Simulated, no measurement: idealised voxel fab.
A process module follows: voxel transistor to metal.
Cross-sectional view cut (width: 180 nm; square cell size: 5 nm).
A cross-section is a grid of square cells, given in bands from the top down. A band is one or more rows of cells. Within each band entry, the heights of the top and of the bottom of the band appear first, in that order and in nm; the materials of the band then follow from left to right, each with its corresponding width in nm. The designation "full width" on a single material indicates that it fills the band from edge to edge; the designation "blank" indicates empty space. Ref level 0: as-received wafer is one material below here. Bottom band extends down with no lower bound ("0 and below"). When a width is written as two numbers, as in "30..40", the first number is the width in the top row of cells of the band and the second is the width in its bottom row, and the width changes by the same amount from each row to the next. You'll sometimes find "no modification" written for a step, and that's the way of saying that nowhere in the cross-section did a cell change during that step. The entry titled "Enclosed void catalog" provides the empty spaces that have no open way to the top, restricted to those of 8 cells or more. Each is presented as width x height at distance, the distance being measured from the left edge, with all three in nm. Post-settings text on a step line: simulator's own remark regarding the step. "overlay nm" answers the question of how far to the right of plan the mask lay on a step that has a mask, and when it is negative the answer is to the left.

Intended process steps
1. RECEIVE: material Si
2. CONFORMAL_DEP: material SiO2, thk nm 5
3. CONFORMAL_DEP: material SiN, thk nm 10
4. MASKED_ETCH: tone cover, mask id ACTIVE, width nm 115, etch materials SiN, depth nm 10, overlay nm 0
5. MASKED_ETCH: tone cover, mask id ACTIVE, width nm 115, etch materials SiO2, depth nm 5, overlay nm 0
6. MASKED_ETCH: tone cover, mask id ACTIVE, width nm 115, etch materials Si, depth nm 30, overlay nm 0
7. OXIDIZE: depth nm 5
8. FILL_DEP: material SiO2, thk nm 10
9. CMP: height nm 15
10. SELECTIVE_ETCH: etch materials SiO2, depth nm 5
11. STRIP: etch materials SiN
12. SELECTIVE_ETCH: etch materials SiO2, depth nm 5
13. OXIDIZE: depth nm 5
14. DIRECTIONAL_DEP: material polySi, thk nm 30
15. DIRECTIONAL_DEP: material SiCN, thk nm 15
16. MASKED_ETCH: tone cover, mask id GATE, width nm 25, etch materials SiCN, depth nm 25, overlay nm 0
17. MASKED_ETCH: tone cover, mask id GATE, width nm 25, etch materials polySi, depth nm 40, overlay nm 0
18. CONFORMAL_DEP: material SiO2, thk nm 5
19. DIRECTIONAL_ETCH: etch materials SiO2, depth nm 5
20. CONFORMAL_DEP: material SiN, thk nm 10
21. DIRECTIONAL_ETCH: etch materials SiN, depth nm 10
22. DIRECTIONAL_ETCH: etch materials SiO2, depth nm 5
23. EPI: material SiGe, thk nm 5
24. FILL_DEP: material SiO2, thk nm 5
25. CMP: height nm 45
26. DIRECTIONAL_DEP: material SiO2, thk nm 10
27. PATTERN: tone open, mask id CONTACT, material resist, width nm 35, pitch nm 70, thk nm 15, overlay nm 0
28. DIRECTIONAL_ETCH: etch materials SiO2, depth nm 55
29. STRIP: etch materials resist
30. CONFORMAL_DEP: material TiN, thk nm 5
31. FILL_DEP: material Ru, thk nm 10
32. CMP: height nm 55
33. CONFORMAL_DEP: material SiCN, thk nm 5
34. DIRECTIONAL_DEP: material SiO2, thk nm 25
35. PATTERN: tone open, mask id METAL_1, material resist, width nm 20, pitch nm 85, thk nm 15, overlay nm 0
36. DIRECTIONAL_ETCH: etch materials SiO2, depth nm 25
37. DIRECTIONAL_ETCH: etch materials SiCN, depth nm 5
38. STRIP: etch materials resist
39. CONFORMAL_DEP: material TiN, thk nm 5
40. FILL_DEP: material Ru, thk nm 5
41. CMP: height nm 85
42. CONFORMAL_DEP: material SiCN, thk nm 5
43. DIRECTIONAL_DEP: material lowk, thk nm 30
44. PATTERN: tone open, mask id METAL_2, material resist, width nm 20, pitch nm 85, thk nm 15, overlay nm 0
45. DIRECTIONAL_ETCH: etch materials lowk, depth nm 15
46. STRIP: etch materials resist
47. DIRECTIONAL_DEP: material aC, thk nm 10
48. PATTERN: tone open, mask id METAL_2_HOLES, material resist, width nm 15, pitch nm 85, thk nm 25, overlay nm 0
49. DIRECTIONAL_ETCH: etch materials aC, depth nm 10
50. STRIP: etch materials resist
51. DIRECTIONAL_ETCH: etch materials lowk, depth nm 15
52. DIRECTIONAL_ETCH: etch materials SiCN, depth nm 5
53. STRIP: etch materials aC
54. CONFORMAL_DEP: material TiN, thk nm 5
55. FILL_DEP: material Ru, thk nm 5
56. CMP: height nm 120
57. CONFORMAL_DEP: material SiCN, thk nm 5

The first of the two wafers, which ran as planned

Incoming wafer in cross-section (state: after step 1)
> 0 and below  Si full width
> Enclosed void catalog: none

The wafer, seen in cross-section, after step 2
> 5 down to 0  SiO2 full width
> At heights below 0, the structure remains unaltered.

The wafer, seen in cross-section, after step 3
> 15 down to 5  SiN full width
> At heights below 5, the structure remains unaltered.

The wafer, seen in cross-section, after step 4
> 15 down to 5  30 blank | 115 SiN | 35 blank
> At heights below 5, the structure remains unaltered.

The wafer, seen in cross-section, after step 5
> 15 down to 5  30 blank | 115 SiN | 35 blank
> 5 down to 0  30 blank | 115 SiO2 | 35 blank
> At heights below 0, the structure remains unaltered.

The wafer, seen in cross-section, after step 6
> 15 down to 5  30 blank | 115 SiN | 35 blank
> 5 down to 0  30 blank | 115 SiO2 | 35 blank
> 0 down to -30  30 blank | 115 Si | 35 blank
> At heights below -30, the structure remains unaltered.

The wafer, seen in cross-section, after step 7
> 15 down to 5  30 blank | 115 SiN | 35 blank
> 5 down to 0  30 blank | 115 SiO2 | 35 blank
> 0 down to -30  30 blank | 5 SiO2 | 105 Si | 5 SiO2 | 35 blank
> -30 down to -35  35 SiO2 | 105 Si | 40 SiO2
> At heights below -35, the structure remains unaltered.

The wafer, seen in cross-section, after step 8
> 25 down to 15  SiO2 full width
> 15 down to 5  30 SiO2 | 115 SiN | 35 SiO2
> 5 down to 0  SiO2 full width
> 0 down to -35  35 SiO2 | 105 Si | 40 SiO2
> At heights below -35, the structure remains unaltered.

The wafer, seen in cross-section, after step 9
> 15 down to 5  30 SiO2 | 115 SiN | 35 SiO2
> At heights below 5, the structure remains unaltered.

The wafer, seen in cross-section, after step 10
> 15 down to 10  30 blank | 115 SiN | 35 blank
> At heights below 10, the structure remains unaltered.

The wafer, seen in cross-section, after step 11
> 10 down to 5  30 SiO2 | 115 blank | 35 SiO2
> At heights below 5, the structure remains unaltered.

The wafer, seen in cross-section, after step 12
> 5 down to 0  25 SiO2 | 125 blank | 30 SiO2
> At heights below 0, the structure remains unaltered.

The wafer, seen in cross-section, after step 13
> 5 down to 0  25 SiO2 | 125 blank | 30 SiO2
> 0 down to -5  SiO2 full width
> At heights below -5, the structure remains unaltered.

The wafer, seen in cross-section, after step 14
> 35 down to 30  25 polySi | 125 blank | 30 polySi
> 30 down to 5  polySi full width
> 5 down to 0  25 SiO2 | 125 polySi | 30 SiO2
> At heights below 0, the structure remains unaltered.

The wafer, seen in cross-section, after step 15
> 50 down to 45  25 SiCN | 125 blank | 30 SiCN
> 45 down to 35  SiCN full width
> 35 down to 30  25 polySi | 125 SiCN | 30 polySi
> At heights below 30, the structure remains unaltered.

The wafer, seen in cross-section, after step 16
> 45 down to 35  75 blank | 25 SiCN | 80 blank
> 35 down to 30  25 polySi | 50 blank | 25 SiCN | 50 blank | 30 polySi
> At heights below 30, the structure remains unaltered.

The wafer, seen in cross-section, after step 17
> 45 down to 30  75 blank | 25 SiCN | 80 blank
> 30 down to 5  75 blank | 25 polySi | 80 blank
> 5 down to 0  25 SiO2 | 50 blank | 25 polySi | 50 blank | 30 SiO2
> At heights below 0, the structure remains unaltered.

The wafer, seen in cross-section, after step 18
> 50 down to 45  70 blank | 35 SiO2 | 75 blank
> 45 down to 30  70 blank | 5 SiO2 | 25 SiCN | 5 SiO2 | 75 blank
> 30 down to 10  70 blank | 5 SiO2 | 25 polySi | 5 SiO2 | 75 blank
> 10 down to 5  30 SiO2 | 40 blank | 5 SiO2 | 25 polySi | 5 SiO2 | 40 blank | 35 SiO2
> 5 down to 0  75 SiO2 | 25 polySi | 80 SiO2
> At heights below 0, the structure remains unaltered.

The wafer, seen in cross-section, after step 19
> 45 down to 30  70 blank | 5 SiO2 | 25 SiCN | 5 SiO2 | 75 blank
> 30 down to 5  70 blank | 5 SiO2 | 25 polySi | 5 SiO2 | 75 blank
> 5 down to 0  30 SiO2 | 40 blank | 5 SiO2 | 25 polySi | 5 SiO2 | 40 blank | 35 SiO2
> At heights below 0, the structure remains unaltered.

The wafer, seen in cross-section, after step 20
> 55 down to 45  60 blank | 55 SiN | 65 blank
> 45 down to 30  60 blank | 10 SiN | 5 SiO2 | 25 SiCN | 5 SiO2 | 10 SiN | 65 blank
> 30 down to 15  60 blank | 10 SiN | 5 SiO2 | 25 polySi | 5 SiO2 | 10 SiN | 65 blank
> 15 down to 10  40 SiN | 20 blank | 10 SiN | 5 SiO2 | 25 polySi | 5 SiO2 | 10 SiN | 20 blank | 45 SiN
> 10 down to 5  70 SiN | 5 SiO2 | 25 polySi | 5 SiO2 | 75 SiN
> 5 down to 0  30 SiO2 | 40 SiN | 5 SiO2 | 25 polySi | 5 SiO2 | 40 SiN | 35 SiO2
> At heights below 0, the structure remains unaltered.

The wafer, seen in cross-section, after step 21
> 45 down to 30  60 blank | 10 SiN | 5 SiO2 | 25 SiCN | 5 SiO2 | 10 SiN | 65 blank
> 30 down to 5  60 blank | 10 SiN | 5 SiO2 | 25 polySi | 5 SiO2 | 10 SiN | 65 blank
> 5 down to 0  30 SiO2 | 10 SiN | 20 blank | 10 SiN | 5 SiO2 | 25 polySi | 5 SiO2 | 10 SiN | 20 blank | 10 SiN | 35 SiO2
> At heights below 0, the structure remains unaltered.

The wafer, seen in cross-section, after step 22
> 45 down to 40  60 blank | 10 SiN | 5 blank | 25 SiCN | 5 blank | 10 SiN | 65 blank
> 40 down to 30  60 blank | 10 SiN | 5 SiO2 | 25 SiCN | 5 SiO2 | 10 SiN | 65 blank
> 30 down to 5  60 blank | 10 SiN | 5 SiO2 | 25 polySi | 5 SiO2 | 10 SiN | 65 blank
> 5 down to 0  30 blank | 10 SiN | 20 blank | 10 SiN | 5 SiO2 | 25 polySi | 5 SiO2 | 10 SiN | 20 blank | 10 SiN | 35 blank
> 0 down to -5  40 SiO2 | 20 blank | 55 SiO2 | 20 blank | 45 SiO2
> At heights below -5, the structure remains unaltered.

The wafer, seen in cross-section, after step 23
> 45 down to 40  60 blank | 10 SiN | 5 blank | 25 SiCN | 5 blank | 10 SiN | 65 blank
> 40 down to 30  60 blank | 10 SiN | 5 SiO2 | 25 SiCN | 5 SiO2 | 10 SiN | 65 blank
> 30 down to 5  60 blank | 10 SiN | 5 SiO2 | 25 polySi | 5 SiO2 | 10 SiN | 65 blank
> 5 down to 0  30 blank | 10 SiN | 20 blank | 10 SiN | 5 SiO2 | 25 polySi | 5 SiO2 | 10 SiN | 20 blank | 10 SiN | 35 blank
> 0 down to -5  40 SiO2 | 20 SiGe | 55 SiO2 | 20 SiGe | 45 SiO2
> At heights below -5, the structure remains unaltered.

The wafer, seen in cross-section, after step 24
> 50 down to 45  SiO2 full width
> 45 down to 30  60 SiO2 | 10 SiN | 5 SiO2 | 25 SiCN | 5 SiO2 | 10 SiN | 65 SiO2
> 30 down to 5  60 SiO2 | 10 SiN | 5 SiO2 | 25 polySi | 5 SiO2 | 10 SiN | 65 SiO2
> 5 down to 0  30 SiO2 | 10 SiN | 20 SiO2 | 10 SiN | 5 SiO2 | 25 polySi | 5 SiO2 | 10 SiN | 20 SiO2 | 10 SiN | 35 SiO2
> At heights below 0, the structure remains unaltered.

The wafer, seen in cross-section, after step 25
> 45 down to 30  60 SiO2 | 10 SiN | 5 SiO2 | 25 SiCN | 5 SiO2 | 10 SiN | 65 SiO2
> At heights below 30, the structure remains unaltered.

The wafer, seen in cross-section, after step 26
> 55 down to 45  SiO2 full width
> At heights below 45, the structure remains unaltered.

The wafer, seen in cross-section, after step 27
> 70 down to 55  35 resist | 35 blank | 35 resist | 35 blank | 40 resist
> At heights below 55, the structure remains unaltered.

The wafer, seen in cross-section, after step 28
> 70 down to 55  35 resist | 35 blank | 35 resist | 35 blank | 40 resist
> 55 down to 45  35 SiO2 | 35 blank | 35 SiO2 | 35 blank | 40 SiO2
> 45 down to 30  35 SiO2 | 25 blank | 10 SiN | 5 SiO2 | 25 SiCN | 5 SiO2 | 10 SiN | 25 blank | 40 SiO2
> 30 down to 5  35 SiO2 | 25 blank | 10 SiN | 5 SiO2 | 25 polySi | 5 SiO2 | 10 SiN | 25 blank | 40 SiO2
> 5 down to 0  30 SiO2 | 10 SiN | 20 blank | 10 SiN | 5 SiO2 | 25 polySi | 5 SiO2 | 10 SiN | 20 blank | 10 SiN | 35 SiO2
> At heights below 0, the structure remains unaltered.

The wafer, seen in cross-section, after step 29
> 55 down to 45  35 SiO2 | 35 blank | 35 SiO2 | 35 blank | 40 SiO2
> At heights below 45, the structure remains unaltered.

The wafer, seen in cross-section, after step 30
> 60 down to 55  40 TiN | 25 blank | 45 TiN | 25 blank | 45 TiN
> 55 down to 45  35 SiO2 | 5 TiN | 25..15 blank | 5..15 TiN | 35 SiO2 | 5..15 TiN | 25..15 blank | 5 TiN | 40 SiO2
> 45 down to 30  35 SiO2 | 5 TiN | 15 blank | 5 TiN | 10 SiN | 5 SiO2 | 25 SiCN | 5 SiO2 | 10 SiN | 5 TiN | 15 blank | 5 TiN | 40 SiO2
> 30 down to 10  35 SiO2 | 5 TiN | 15 blank | 5 TiN | 10 SiN | 5 SiO2 | 25 polySi | 5 SiO2 | 10 SiN | 5 TiN | 15 blank | 5 TiN | 40 SiO2
> 10 down to 5  35 SiO2 | 10 TiN | 10 blank | 5 TiN | 10 SiN | 5 SiO2 | 25 polySi | 5 SiO2 | 10 SiN | 5 TiN | 10 blank | 10 TiN | 40 SiO2
> 5 down to 0  30 SiO2 | 10 SiN | 20 TiN | 10 SiN | 5 SiO2 | 25 polySi | 5 SiO2 | 10 SiN | 20 TiN | 10 SiN | 35 SiO2
> At heights below 0, the structure remains unaltered.

The wafer, seen in cross-section, after step 31
> 70 down to 60  Ru full width
> 60 down to 55  40 TiN | 25 Ru | 45 TiN | 25 Ru | 45 TiN
> 55 down to 45  35 SiO2 | 5 TiN | 25..15 Ru | 5..15 TiN | 35 SiO2 | 5..15 TiN | 25..15 Ru | 5 TiN | 40 SiO2
> 45 down to 30  35 SiO2 | 5 TiN | 15 Ru | 5 TiN | 10 SiN | 5 SiO2 | 25 SiCN | 5 SiO2 | 10 SiN | 5 TiN | 15 Ru | 5 TiN | 40 SiO2
> 30 down to 10  35 SiO2 | 5 TiN | 15 Ru | 5 TiN | 10 SiN | 5 SiO2 | 25 polySi | 5 SiO2 | 10 SiN | 5 TiN | 15 Ru | 5 TiN | 40 SiO2
> 10 down to 5  35 SiO2 | 10 TiN | 10 Ru | 5 TiN | 10 SiN | 5 SiO2 | 25 polySi | 5 SiO2 | 10 SiN | 5 TiN | 10 Ru | 10 TiN | 40 SiO2
> At heights below 5, the structure remains unaltered.

The wafer, seen in cross-section, after step 32
> 55 down to 45  35 SiO2 | 5 TiN | 25..15 Ru | 5..15 TiN | 35 SiO2 | 5..15 TiN | 25..15 Ru | 5 TiN | 40 SiO2
> At heights below 45, the structure remains unaltered.

The wafer, seen in cross-section, after step 33
> 60 down to 55  SiCN full width
> At heights below 55, the structure remains unaltered.

The wafer, seen in cross-section, after step 34
> 85 down to 60  SiO2 full width
> At heights below 60, the structure remains unaltered.

The wafer, seen in cross-section, after step 35
> 100 down to 85  35 resist | 20 blank | 65 resist | 20 blank | 40 resist
> At heights below 85, the structure remains unaltered.

The wafer, seen in cross-section, after step 36
> 100 down to 85  35 resist | 20 blank | 65 resist | 20 blank | 40 resist
> 85 down to 60  35 SiO2 | 20 blank | 65 SiO2 | 20 blank | 40 SiO2
> At heights below 60, the structure remains unaltered.

The wafer, seen in cross-section, after step 37
> 100 down to 85  35 resist | 20 blank | 65 resist | 20 blank | 40 resist
> 85 down to 60  35 SiO2 | 20 blank | 65 SiO2 | 20 blank | 40 SiO2
> 60 down to 55  35 SiCN | 20 blank | 65 SiCN | 20 blank | 40 SiCN
> At heights below 55, the structure remains unaltered.

The wafer, seen in cross-section, after step 38
> 85 down to 60  35 SiO2 | 20 blank | 65 SiO2 | 20 blank | 40 SiO2
> At heights below 60, the structure remains unaltered.

The wafer, seen in cross-section, after step 39
> 90 down to 85  40 TiN | 10 blank | 75 TiN | 10 blank | 45 TiN
> 85 down to 60  35 SiO2 | 5 TiN | 10 blank | 5 TiN | 65 SiO2 | 5 TiN | 10 blank | 5 TiN | 40 SiO2
> 60 down to 55  35 SiCN | 20 TiN | 65 SiCN | 20 TiN | 40 SiCN
> At heights below 55, the structure remains unaltered.

The wafer, seen in cross-section, after step 40
> 95 down to 90  Ru full width
> 90 down to 85  40 TiN | 10 Ru | 75 TiN | 10 Ru | 45 TiN
> 85 down to 60  35 SiO2 | 5 TiN | 10 Ru | 5 TiN | 65 SiO2 | 5 TiN | 10 Ru | 5 TiN | 40 SiO2
> At heights below 60, the structure remains unaltered.

The wafer, seen in cross-section, after step 41
> 85 down to 60  35 SiO2 | 5 TiN | 10 Ru | 5 TiN | 65 SiO2 | 5 TiN | 10 Ru | 5 TiN | 40 SiO2
> At heights below 60, the structure remains unaltered.

The wafer, seen in cross-section, after step 42
> 90 down to 85  SiCN full width
> At heights below 85, the structure remains unaltered.

The wafer, seen in cross-section, after step 43
> 120 down to 90  lowk full width
> At heights below 90, the structure remains unaltered.

The wafer, seen in cross-section, after step 44
> 135 down to 120  35 resist | 20 blank | 65 resist | 20 blank | 40 resist
> At heights below 120, the structure remains unaltered.

The wafer, seen in cross-section, after step 45
> 135 down to 120  35 resist | 20 blank | 65 resist | 20 blank | 40 resist
> 120 down to 105  35 lowk | 20 blank | 65 lowk | 20 blank | 40 lowk
> At heights below 105, the structure remains unaltered.

The wafer, seen in cross-section, after step 46
> 120 down to 105  35 lowk | 20 blank | 65 lowk | 20 blank | 40 lowk
> At heights below 105, the structure remains unaltered.

The wafer, seen in cross-section, after step 47
> 130 down to 120  35 aC | 20 blank | 65 aC | 20 blank | 40 aC
> 120 down to 115  35 lowk | 20 blank | 65 lowk | 20 blank | 40 lowk
> 115 down to 105  35 lowk | 20 aC | 65 lowk | 20 aC | 40 lowk
> At heights below 105, the structure remains unaltered.

The wafer, seen in cross-section, after step 48
> 155 down to 130  35 resist | 15 blank | 70 resist | 15 blank | 45 resist
> 130 down to 120  35 aC | 15 blank | 5 resist | 65 aC | 15 blank | 5 resist | 40 aC
> 120 down to 115  35 lowk | 15 blank | 5 resist | 65 lowk | 15 blank | 5 resist | 40 lowk
> At heights below 115, the structure remains unaltered.

The wafer, seen in cross-section, after step 49
> 145 down to 130  35 resist | 15 blank | 70 resist | 15 blank | 45 resist
> 130 down to 120  35 aC | 15 blank | 5 resist | 65 aC | 15 blank | 5 resist | 40 aC
> 120 down to 115  35 lowk | 15 blank | 5 resist | 65 lowk | 15 blank | 5 resist | 40 lowk
> 115 down to 105  35 lowk | 15 blank | 5 aC | 65 lowk | 15 blank | 5 aC | 40 lowk
> At heights below 105, the structure remains unaltered.

The wafer, seen in cross-section, after step 50
> 130 down to 120  35 aC | 20 blank | 65 aC | 20 blank | 40 aC
> 120 down to 115  35 lowk | 20 blank | 65 lowk | 20 blank | 40 lowk
> At heights below 115, the structure remains unaltered.

The wafer, seen in cross-section, after step 51
> 130 down to 120  35 aC | 20 blank | 65 aC | 20 blank | 40 aC
> 120 down to 115  35 lowk | 20 blank | 65 lowk | 20 blank | 40 lowk
> 115 down to 105  35 lowk | 15 blank | 5 aC | 65 lowk | 15 blank | 5 aC | 40 lowk
> 105 down to 90  35 lowk | 15 blank | 70 lowk | 15 blank | 45 lowk
> At heights below 90, the structure remains unaltered.

The wafer, seen in cross-section, after step 52
> 130 down to 120  35 aC | 20 blank | 65 aC | 20 blank | 40 aC
> 120 down to 115  35 lowk | 20 blank | 65 lowk | 20 blank | 40 lowk
> 115 down to 105  35 lowk | 15 blank | 5 aC | 65 lowk | 15 blank | 5 aC | 40 lowk
> 105 down to 90  35 lowk | 15 blank | 70 lowk | 15 blank | 45 lowk
> 90 down to 85  35 SiCN | 15 blank | 70 SiCN | 15 blank | 45 SiCN
> At heights below 85, the structure remains unaltered.

The wafer, seen in cross-section, after step 53
> 120 down to 105  35 lowk | 20 blank | 65 lowk | 20 blank | 40 lowk
> At heights below 105, the structure remains unaltered.

The wafer, seen in cross-section, after step 54
> 125 down to 120  40 TiN | 10 blank | 75 TiN | 10 blank | 45 TiN
> 120 down to 110  35 lowk | 5 TiN | 10 blank | 5 TiN | 65 lowk | 5 TiN | 10 blank | 5 TiN | 40 lowk
> 110 down to 105  35 lowk | 5 TiN | 5 blank | 10 TiN | 65 lowk | 5 TiN | 5 blank | 10 TiN | 40 lowk
> 105 down to 90  35 lowk | 5 TiN | 5 blank | 5 TiN | 70 lowk | 5 TiN | 5 blank | 5 TiN | 45 lowk
> 90 down to 85  35 SiCN | 15 TiN | 70 SiCN | 15 TiN | 45 SiCN
> At heights below 85, the structure remains unaltered.

The wafer, seen in cross-section, after step 55
> 130 down to 125  Ru full width
> 125 down to 120  40 TiN | 10 Ru | 75 TiN | 10 Ru | 45 TiN
> 120 down to 110  35 lowk | 5 TiN | 10 Ru | 5 TiN | 65 lowk | 5 TiN | 10 Ru | 5 TiN | 40 lowk
> 110 down to 105  35 lowk | 5 TiN | 5 Ru | 10 TiN | 65 lowk | 5 TiN | 5 Ru | 10 TiN | 40 lowk
> 105 down to 90  35 lowk | 5 TiN | 5 Ru | 5 TiN | 70 lowk | 5 TiN | 5 Ru | 5 TiN | 45 lowk
> At heights below 90, the structure remains unaltered.

The wafer, seen in cross-section, after step 56
> 120 down to 110  35 lowk | 5 TiN | 10 Ru | 5 TiN | 65 lowk | 5 TiN | 10 Ru | 5 TiN | 40 lowk
> At heights below 110, the structure remains unaltered.

The wafer, seen in cross-section, after step 57
> 125 down to 120  SiCN full width
> At heights below 120, the structure remains unaltered.

The second wafer was prepared from the same starting point and under the same plan as the first; its processing contained one mistake, and it remains indistinguishable from the first wafer up to and including step 43

Second wafer at the planned finish of step 44, seen in cross-section
> 135 down to 120  25 resist | 20 blank | 65 resist | 20 blank | 50 resist
> At heights below 120, the structure remains unaltered.

Second wafer at the planned finish of step 45, seen in cross-section
> 135 down to 120  25 resist | 20 blank | 65 resist | 20 blank | 50 resist
> 120 down to 105  25 lowk | 20 blank | 65 lowk | 20 blank | 50 lowk
> At heights below 105, the structure remains unaltered.

Second wafer at the planned finish of step 46, seen in cross-section
> 120 down to 105  25 lowk | 20 blank | 65 lowk | 20 blank | 50 lowk
> At heights below 105, the structure remains unaltered.

Second wafer at the planned finish of step 47, seen in cross-section
> 130 down to 120  25 aC | 20 blank | 65 aC | 20 blank | 50 aC
> 120 down to 115  25 lowk | 20 blank | 65 lowk | 20 blank | 50 lowk
> 115 down to 105  25 lowk | 20 aC | 65 lowk | 20 aC | 50 lowk
> At heights below 105, the structure remains unaltered.

Second wafer at the planned finish of step 48, seen in cross-section
> 155 down to 130  35 resist | 15 blank | 70 resist | 15 blank | 45 resist
> 130 down to 120  25 aC | 10 resist | 10 blank | 65 aC | 10 resist | 10 blank | 50 aC
> 120 down to 115  25 lowk | 10 resist | 10 blank | 65 lowk | 10 resist | 10 blank | 50 lowk
> At heights below 115, the structure remains unaltered.

Second wafer at the planned finish of step 49, seen in cross-section
> 145 down to 130  35 resist | 15 blank | 70 resist | 15 blank | 45 resist
> 130 down to 120  25 aC | 10 resist | 15 blank | 60 aC | 10 resist | 15 blank | 45 aC
> 120 down to 115  25 lowk | 10 resist | 10 blank | 65 lowk | 10 resist | 10 blank | 50 lowk
> 115 down to 105  25 lowk | 10 aC | 10 blank | 65 lowk | 10 aC | 10 blank | 50 lowk
> At heights below 105, the structure remains unaltered.

Second wafer at the planned finish of step 50, seen in cross-section
> 130 down to 120  25 aC | 25 blank | 60 aC | 25 blank | 45 aC
> 120 down to 115  25 lowk | 20 blank | 65 lowk | 20 blank | 50 lowk
> At heights below 115, the structure remains unaltered.

Second wafer at the planned finish of step 51, seen in cross-section
> 130 down to 120  25 aC | 25 blank | 60 aC | 25 blank | 45 aC
> 120 down to 115  25 lowk | 25 blank | 60 lowk | 25 blank | 45 lowk
> 115 down to 105  25 lowk | 10 aC | 15 blank | 60 lowk | 10 aC | 15 blank | 45 lowk
> 105 down to 90  35 lowk | 10 blank | 75 lowk | 10 blank | 50 lowk
> At heights below 90, the structure remains unaltered.

Second wafer at the planned finish of step 52, seen in cross-section
> 130 down to 120  25 aC | 25 blank | 60 aC | 25 blank | 45 aC
> 120 down to 115  25 lowk | 25 blank | 60 lowk | 25 blank | 45 lowk
> 115 down to 105  25 lowk | 10 aC | 15 blank | 60 lowk | 10 aC | 15 blank | 45 lowk
> 105 down to 90  35 lowk | 10 blank | 75 lowk | 10 blank | 50 lowk
> 90 down to 85  35 SiCN | 10 blank | 75 SiCN | 10 blank | 50 SiCN
> At heights below 85, the structure remains unaltered.

Second wafer at the planned finish of step 53, seen in cross-section
> 120 down to 105  25 lowk | 25 blank | 60 lowk | 25 blank | 45 lowk
> At heights below 105, the structure remains unaltered.

Second wafer at the planned finish of step 54, seen in cross-section
> 125 down to 120  30 TiN | 15 blank | 70 TiN | 15 blank | 50 TiN
> 120 down to 110  25 lowk | 5 TiN | 15 blank | 5 TiN | 60 lowk | 5 TiN | 15 blank | 5 TiN | 45 lowk
> 110 down to 105  25 lowk | 25 TiN | 60 lowk | 25 TiN | 45 lowk
> 105 down to 90  35 lowk | 10 TiN | 75 lowk | 10 TiN | 50 lowk
> 90 down to 85  35 SiCN | 10 TiN | 75 SiCN | 10 TiN | 50 SiCN
> At heights below 85, the structure remains unaltered.

Second wafer at the planned finish of step 55, seen in cross-section
> 130 down to 125  Ru full width
> 125 down to 120  30 TiN | 15 Ru | 70 TiN | 15 Ru | 50 TiN
> 120 down to 110  25 lowk | 5 TiN | 15 Ru | 5 TiN | 60 lowk | 5 TiN | 15 Ru | 5 TiN | 45 lowk
> At heights below 110, the structure remains unaltered.

Second wafer at the planned finish of step 56, seen in cross-section
> 120 down to 110  25 lowk | 5 TiN | 15 Ru | 5 TiN | 60 lowk | 5 TiN | 15 Ru | 5 TiN | 45 lowk
> At heights below 110, the structure remains unaltered.

Second wafer at the planned finish of step 57, seen in cross-section
> 125 down to 120  SiCN full width
> At heights below 120, the structure remains unaltered.
Heads up, the wafer didn't run the way we planned it: step 44 was not run as planned; what actually ran was PATTERN: tone open, mask id METAL_2, material resist, width nm 20, pitch nm 85, thk nm 15, overlay nm -10
Heads up, by the end the second wafer has more or fewer cells of some materials compared to the first: 4 fewer of Ru | 2 more of SiCN | 2 more of TiN
